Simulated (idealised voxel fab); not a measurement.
Title: Process Module voxel released beams
This is section cut - it's 250 nm across, gridded in 5 nm square cells.
Throughout this document, each cross-section is represented as a grid of square cells and is presented as a sequence of bands enumerated from the top downward, where a band comprises one or more rows of cells.
Quick guide to a band line: top height, bottom height (nm) up front; then every material left to right with its width in nm. Only one material and it's marked "full width"? Then it fills the band edge to edge. And "air" just means empty space.
Counting heights begins at 0, where everything beneath is, in the wafer as received, one material. The lowest band has no bottom; it goes on downwards, as "top 0, no bottom" shows.
Graded width ("30 to 40"): value in top row of band = first number; value in bottom row = second number; row-to-row change constant.
Any step labelled "no change" changed none of the cells in the cross-section.
Empty spaces without an open route to the top, at least 8 cells in extent, make up the entry "Enclosed internal voids"; each is given as width x height at distance, where the distance is measured from the left edge, and all are in nm.
after a step's settings: what the simulator itself notes on the step
Among the settings permitted on a step's line is "overlay nm"; applied to a step with a mask, it specifies the extent to which the mask lay to the right of its planned position, whereas a negative figure signifies a position to the left.

**plan**
1,RECEIVE,material Si
2,CONFORMAL_DEP,material Al2O3,thk nm 5
3,DIRECTIONAL_DEP,material SiO2,thk nm 20
4,PATTERN,tone open,mask id ANCHOR,material resist,width nm 45,thk nm 15,overlay nm 0
5,DIRECTIONAL_ETCH,etch materials SiO2,depth nm 20
6,STRIP,etch materials resist
7,CONFORMAL_DEP,material SiN,thk nm 15
8,DIRECTIONAL_DEP,material aC,thk nm 10
9,PATTERN,tone cover,mask id BEAM,material resist,width nm 105,thk nm 30,overlay nm 0
10,DIRECTIONAL_ETCH,etch materials aC,depth nm 10
11,STRIP,etch materials resist
12,DIRECTIONAL_ETCH,etch materials SiN,depth nm 15
13,STRIP,etch materials aC
14,STRIP,etch materials SiO2

**Below: the first of two wafers, run as planned**

**Wafer at receipt (post step 1), cross-section**
top 0, no bottom: Si full width
Enclosed internal voids: none

**You're looking at a cross-section of the wafer after step 2**
top 5, bottom 0: Al2O3 full width
Below 0, no change.

**You're looking at a cross-section of the wafer after step 3**
top 25, bottom 5: SiO2 full width
Below 5, no change.

**You're looking at a cross-section of the wafer after step 4**
top 40, bottom 25: resist 75 nm | air 45 nm | resist 130 nm
Below 25, no change.

**You're looking at a cross-section of the wafer after step 5**
top 40, bottom 25: resist 75 nm | air 45 nm | resist 130 nm
top 25, bottom 5: SiO2 75 nm | air 45 nm | SiO2 130 nm
Below 5, no change.

**You're looking at a cross-section of the wafer after step 6**
top 25, bottom 5: SiO2 75 nm | air 45 nm | SiO2 130 nm
Below 5, no change.

**You're looking at a cross-section of the wafer after step 7**
top 40, bottom 25: SiN 90 nm | air 15 nm | SiN 145 nm
top 25, bottom 20: SiO2 75 nm | SiN 15 nm | air 15 nm | SiN 15 nm | SiO2 130 nm
top 20, bottom 5: SiO2 75 nm | SiN 45 nm | SiO2 130 nm
Below 5, no change.

**You're looking at a cross-section of the wafer after step 8**
top 50, bottom 40: aC 90 nm | air 15 nm | aC 145 nm
top 40, bottom 30: SiN 90 nm | air 15 nm | SiN 145 nm
top 30, bottom 25: SiN 90 nm | aC 15 nm | SiN 145 nm
top 25, bottom 20: SiO2 75 nm | SiN 15 nm | aC 15 nm | SiN 15 nm | SiO2 130 nm
Below 20, no change.

**You're looking at a cross-section of the wafer after step 9**
top 80, bottom 50: air 70 nm | resist 105 nm | air 75 nm
top 50, bottom 40: aC 90 nm | resist 15 nm | aC 145 nm
top 40, bottom 30: SiN 90 nm | resist 15 nm | SiN 145 nm
Below 30, no change.

**You're looking at a cross-section of the wafer after step 10**
top 70, bottom 50: air 70 nm | resist 105 nm | air 75 nm
top 50, bottom 40: air 70 nm | aC 20 nm | resist 15 nm | aC 70 nm | air 75 nm
Below 40, no change.

**You're looking at a cross-section of the wafer after step 11**
top 50, bottom 40: air 70 nm | aC 20 nm | air 15 nm | aC 70 nm | air 75 nm
top 40, bottom 30: SiN 90 nm | air 15 nm | SiN 145 nm
Below 30, no change.

**You're looking at a cross-section of the wafer after step 12**
top 50, bottom 40: air 70 nm | aC 20 nm | air 15 nm | aC 70 nm | air 75 nm
top 40, bottom 30: air 70 nm | SiN 20 nm | air 15 nm | SiN 70 nm | air 75 nm
top 30, bottom 25: air 70 nm | SiN 20 nm | aC 15 nm | SiN 70 nm | air 75 nm
Below 25, no change.

**You're looking at a cross-section of the wafer after step 13**
top 40, bottom 25: air 70 nm | SiN 20 nm | air 15 nm | SiN 70 nm | air 75 nm
top 25, bottom 20: SiO2 75 nm | SiN 15 nm | air 15 nm | SiN 15 nm | SiO2 130 nm
Below 20, no change.

**You're looking at a cross-section of the wafer after step 14**
top 40, bottom 25: air 70 nm | SiN 20 nm | air 15 nm | SiN 70 nm | air 75 nm
top 25, bottom 20: air 75 nm | SiN 15 nm | air 15 nm | SiN 15 nm | air 130 nm
top 20, bottom 5: air 75 nm | SiN 45 nm | air 130 nm
Below 5, no change.

**Second wafer: same start and same plan as the first, one execution error; identical to the first through step 8**

**Here is the second wafer in cross-section at the point where step 9 of the plan should have been done**
top 80, bottom 50: air 65 nm | resist 105 nm | air 80 nm
top 50, bottom 40: aC 90 nm | resist 15 nm | aC 145 nm
top 40, bottom 30: SiN 90 nm | resist 15 nm | SiN 145 nm
Below 30, no change.

**Here is the second wafer in cross-section at the point where step 10 of the plan should have been done**
top 70, bottom 50: air 65 nm | resist 105 nm | air 80 nm
top 50, bottom 40: air 65 nm | aC 25 nm | resist 15 nm | aC 65 nm | air 80 nm
Below 40, no change.

**Here is the second wafer in cross-section at the point where step 11 of the plan should have been done**
top 50, bottom 40: air 65 nm | aC 25 nm | air 15 nm | aC 65 nm | air 80 nm
top 40, bottom 30: SiN 90 nm | air 15 nm | SiN 145 nm
Below 30, no change.

**Here is the second wafer in cross-section at the point where step 12 of the plan should have been done**
top 50, bottom 40: air 65 nm | aC 25 nm | air 15 nm | aC 65 nm | air 80 nm
top 40, bottom 30: air 65 nm | SiN 25 nm | air 15 nm | SiN 65 nm | air 80 nm
top 30, bottom 25: air 65 nm | SiN 25 nm | aC 15 nm | SiN 65 nm | air 80 nm
Below 25, no change.

**Here is the second wafer in cross-section at the point where step 13 of the plan should have been done**
top 40, bottom 25: air 65 nm | SiN 25 nm | air 15 nm | SiN 65 nm | air 80 nm
top 25, bottom 20: SiO2 75 nm | SiN 15 nm | air 15 nm | SiN 15 nm | SiO2 130 nm
Below 20, no change.

**Here is the second wafer in cross-section at the point where step 14 of the plan should have been done**
top 40, bottom 25: air 65 nm | SiN 25 nm | air 15 nm | SiN 65 nm | air 80 nm
top 25, bottom 20: air 75 nm | SiN 15 nm | air 15 nm | SiN 15 nm | air 130 nm
top 20, bottom 5: air 75 nm | SiN 45 nm | air 130 nm
Below 5, no change.
So what did we get wrong on this run? step 9 ran with different settings than intended, the actual operation and settings being PATTERN,tone cover,mask id BEAM,material resist,width nm 105,thk nm 30,overlay nm -5
Final state: per-material cell counts identical on both wafers; locations differ.
